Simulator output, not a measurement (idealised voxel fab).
Process module name: voxel spacer lines
It is cross-section cut that appears here, measuring 235 nm in width, its square cells being 5 nm in size.
A cross-section is written here as square cells arranged in a grid, and it is given in bands from the top down, each band taking up one or more rows of cells. Per band: top height and bottom height in nm, followed by the left-to-right materials and their widths in nm; "edge to edge" marks a single material spanning edge to edge, "blank" marks empty space. Convention: height 0 is the level below which the wafer, as received, is all one material. The lowest band does not terminate at the bottom but continues downward, represented as "0 down". Width "30 to 40": first value at the band's top row of cells, second value at its bottom row, equal change from row to row. "same as before" after a step means that no cell of the cross-section changed. Entry "Non-vented voids". Content: empty spaces with no open connection to the top, size 8 cells or greater. Each: width x height at distance. Distance: from left edge. Unit: nm. If you see something after the settings on a step's line, that's the simulator's own remark about that step. A step's line can hold "overlay nm"; with a mask on that step, the setting says how far right of the planned place the mask lay, while a negative setting says it lay to the left.
The process steps that were planned are listed below:
1. RECEIVE (material Si)
2. CONFORMAL_DEP (material Al2O3; thk nm 5)
3. DIRECTIONAL_DEP (material polySi; thk nm 10)
4. DIRECTIONAL_DEP (material aC; thk nm 30)
5. PATTERN (tone cover; mask id MANDREL; material resist; width nm 15; pitch nm 50; thk nm 35; overlay nm -15)
6. DIRECTIONAL_ETCH (etch materials aC; depth nm 30)
7. STRIP (etch materials resist)
8. CONFORMAL_DEP (material SiO2; thk nm 10)
9. DIRECTIONAL_ETCH (etch materials SiO2; depth nm 10)
10. STRIP (etch materials aC)
11. DIRECTIONAL_ETCH (etch materials polySi; depth nm 10)
12. STRIP (etch materials SiO2)
Wafers differ in overlay nm at step 5; plan lists the first wafer's value; identical starting state.
Cross-section, first of several wafers, as delivered after step 1:
    0 down | Si edge to edge
    Non-vented voids: none
The following table contains a row per wafer, in which are reported, at the conclusion of the module, the cells of each material gained (+) or lost (-) since the wafer's receipt, with its closed voids given thereafter:
overlay nm -15, +47 Al2O3, +16 polySi, Non-vented voids: none
overlay nm -10, +47 Al2O3, +16 polySi, Non-vented voids: none
overlay nm -5, +47 Al2O3, +16 polySi, Non-vented voids: none
overlay nm 0, +47 Al2O3, +16 polySi, Non-vented voids: none
overlay nm 5, +47 Al2O3, +16 polySi, Non-vented voids: none
overlay nm 10, +47 Al2O3, +16 polySi, Non-vented voids: none
overlay nm 15, +47 Al2O3, +16 polySi, Non-vented voids: none
